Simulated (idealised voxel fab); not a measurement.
Presented below is a process module, voxel double patterning.
Square cells of 5 nm make up the cross-section cut, whose width is 235 nm.
If you're reading a cross-section in this doc, picture square cells in a grid; it comes to you as bands, top ones listed first down to the bottom, and a band can be one or more rows of cells. This entry defines a band. It first specifies the height of the band's top and the height of its bottom in nm, and then specifies the band's materials from left to right, stating each material with its width in nm. The word "edge to edge" identifies a single material that fills the band from edge to edge, while the word "air" identifies empty space. Heights are expressed relative to 0, this being the level below which the as-received wafer comprises one material exclusively. The lowest band is unbounded in the downward direction and is denoted as in "0..down". When a width is written as two numbers, as in "30->40", the first number is the width in the top row of cells of the band and the second is the width in its bottom row, and the width changes by the same amount from each row to the next. "everything unchanged" means the step left every cell of the cross-section as it was. This entry, "Completely enclosed voids", enumerates those empty regions of no fewer than 8 cells that possess no open connection to the top. Each region is reported in the form width x height at distance, the distance being taken from the left edge, with all three quantities expressed in nm. Read whatever lies past the settings on a step's line as the simulator's own remark about the step. A step's line can hold "overlay nm"; with a mask on that step, the setting says how far right of the planned place the mask lay, while a negative setting says it lay to the left.

[The process steps that were planned are listed below]
1: RECEIVE with material Si
2: CONFORMAL_DEP with material SiO2, thk nm 10
3: DIRECTIONAL_DEP with material W, thk nm 15
4: DIRECTIONAL_DEP with material SiN, thk nm 10
5: MASKED_ETCH with tone open, mask id FIRST, width nm 15, pitch nm 50, etch materials SiN, depth nm 10, overlay nm 0
6: DIRECTIONAL_DEP with material aC, thk nm 15
7: PATTERN with tone open, mask id SECOND, material resist, width nm 15, pitch nm 50, thk nm 35, overlay nm 0
8: DIRECTIONAL_ETCH with etch materials aC, depth nm 15
9: STRIP with etch materials resist
10: DIRECTIONAL_ETCH with etch materials SiN, depth nm 10
11: STRIP with etch materials aC
12: DIRECTIONAL_ETCH with etch materials W, depth nm 15
13: STRIP with etch materials SiN

[First wafer of two (run as planned)]

[Wafer at receipt (post step 1), cross-section]
  0..down = Si edge to edge
  Completely enclosed voids: none

[Step 2 done - wafer cross-section]
  10..0 = SiO2 edge to edge
  below 0: unchanged

[Step 3 done - wafer cross-section]
  25..10 = W edge to edge
  below 10: unchanged

[Step 4 done - wafer cross-section]
  35..25 = SiN edge to edge
  below 25: unchanged

[Step 5 done - wafer cross-section]
  35..25 = SiN: 60; air: 15; SiN: 35; air: 15; SiN: 35; air: 15; SiN: 60
  below 25: unchanged

[Step 6 done - wafer cross-section]
  50..40 = aC: 60; air: 15; aC: 35; air: 15; aC: 35; air: 15; aC: 60
  40..35 = aC edge to edge
  35..25 = SiN: 60; aC: 15; SiN: 35; aC: 15; SiN: 35; aC: 15; SiN: 60
  below 25: unchanged

[Step 7 done - wafer cross-section]
  85..50 = resist: 85; air: 15; resist: 35; air: 15; resist: 85
  50..40 = aC: 60; resist: 15; aC: 35; resist: 15; aC: 35; resist: 15; aC: 60
  below 40: unchanged

[Step 8 done - wafer cross-section]
  70..50 = resist: 85; air: 15; resist: 35; air: 15; resist: 85
  50..40 = aC: 60; resist: 15; aC: 10; air: 15; aC: 10; resist: 15; aC: 10; air: 15; aC: 10; resist: 15; aC: 60
  40..35 = aC: 85; air: 15; aC: 35; air: 15; aC: 85
  below 35: unchanged

[Step 9 done - wafer cross-section]
  50..40 = aC: 60; air: 15; aC: 10; air: 15; aC: 10; air: 15; aC: 10; air: 15; aC: 10; air: 15; aC: 60
  below 40: unchanged

[Step 10 done - wafer cross-section]
  50..40 = aC: 60; air: 15; aC: 10; air: 15; aC: 10; air: 15; aC: 10; air: 15; aC: 10; air: 15; aC: 60
  40..35 = aC: 85; air: 15; aC: 35; air: 15; aC: 85
  35..25 = SiN: 60; aC: 15; SiN: 10; air: 15; SiN: 10; aC: 15; SiN: 10; air: 15; SiN: 10; aC: 15; SiN: 60
  below 25: unchanged

[Step 11 done - wafer cross-section]
  35..25 = SiN: 60; air: 15; SiN: 10; air: 15; SiN: 10; air: 15; SiN: 10; air: 15; SiN: 10; air: 15; SiN: 60
  below 25: unchanged

[Step 12 done - wafer cross-section]
  35..25 = SiN: 60; air: 15; SiN: 10; air: 15; SiN: 10; air: 15; SiN: 10; air: 15; SiN: 10; air: 15; SiN: 60
  25..10 = W: 60; air: 15; W: 10; air: 15; W: 10; air: 15; W: 10; air: 15; W: 10; air: 15; W: 60
  below 10: unchanged

[Step 13 done - wafer cross-section]
  25..10 = W: 60; air: 15; W: 10; air: 15; W: 10; air: 15; W: 10; air: 15; W: 10; air: 15; W: 60
  below 10: unchanged

[Second of two: same start, same plan, one run error; steps up to and including 1 match the first]

[Second wafer cross-section, taken as of the time the plan sets for step 2 to be done]
  15..0 = W edge to edge
  below 0: unchanged

[Second wafer cross-section, taken as of the time the plan sets for step 3 to be done]
  25..15 = SiO2 edge to edge
  below 15: unchanged

[Second wafer cross-section, taken as of the time the plan sets for step 4 to be done]
  35..25 = SiN edge to edge
  below 25: unchanged

[Second wafer cross-section, taken as of the time the plan sets for step 5 to be done]
  35..25 = SiN: 60; air: 15; SiN: 35; air: 15; SiN: 35; air: 15; SiN: 60
  below 25: unchanged

[Second wafer cross-section, taken as of the time the plan sets for step 6 to be done]
  50..40 = aC: 60; air: 15; aC: 35; air: 15; aC: 35; air: 15; aC: 60
  40..35 = aC edge to edge
  35..25 = SiN: 60; aC: 15; SiN: 35; aC: 15; SiN: 35; aC: 15; SiN: 60
  below 25: unchanged

[Second wafer cross-section, taken as of the time the plan sets for step 7 to be done]
  85..50 = resist: 85; air: 15; resist: 35; air: 15; resist: 85
  50..40 = aC: 60; resist: 15; aC: 35; resist: 15; aC: 35; resist: 15; aC: 60
  below 40: unchanged

[Second wafer cross-section, taken as of the time the plan sets for step 8 to be done]
  70..50 = resist: 85; air: 15; resist: 35; air: 15; resist: 85
  50..40 = aC: 60; resist: 15; aC: 10; air: 15; aC: 10; resist: 15; aC: 10; air: 15; aC: 10; resist: 15; aC: 60
  40..35 = aC: 85; air: 15; aC: 35; air: 15; aC: 85
  below 35: unchanged

[Second wafer cross-section, taken as of the time the plan sets for step 9 to be done]
  50..40 = aC: 60; air: 15; aC: 10; air: 15; aC: 10; air: 15; aC: 10; air: 15; aC: 10; air: 15; aC: 60
  below 40: unchanged

[Second wafer cross-section, taken as of the time the plan sets for step 10 to be done]
  50..40 = aC: 60; air: 15; aC: 10; air: 15; aC: 10; air: 15; aC: 10; air: 15; aC: 10; air: 15; aC: 60
  40..35 = aC: 85; air: 15; aC: 35; air: 15; aC: 85
  35..25 = SiN: 60; aC: 15; SiN: 10; air: 15; SiN: 10; aC: 15; SiN: 10; air: 15; SiN: 10; aC: 15; SiN: 60
  below 25: unchanged

[Second wafer cross-section, taken as of the time the plan sets for step 11 to be done]
  35..25 = SiN: 60; air: 15; SiN: 10; air: 15; SiN: 10; air: 15; SiN: 10; air: 15; SiN: 10; air: 15; SiN: 60
  below 25: unchanged

Second wafer cross-section, taken as of the time the plan sets for step 12 to be done: everything unchanged

[Second wafer cross-section, taken as of the time the plan sets for step 13 to be done]
  25..15 = SiO2 edge to edge
  below 15: unchanged
So what did we get wrong on this run? ran 2 and 3 in swapped order versus the plan
Final wafer comparison in cells, second versus first, more or fewer per material: W +45
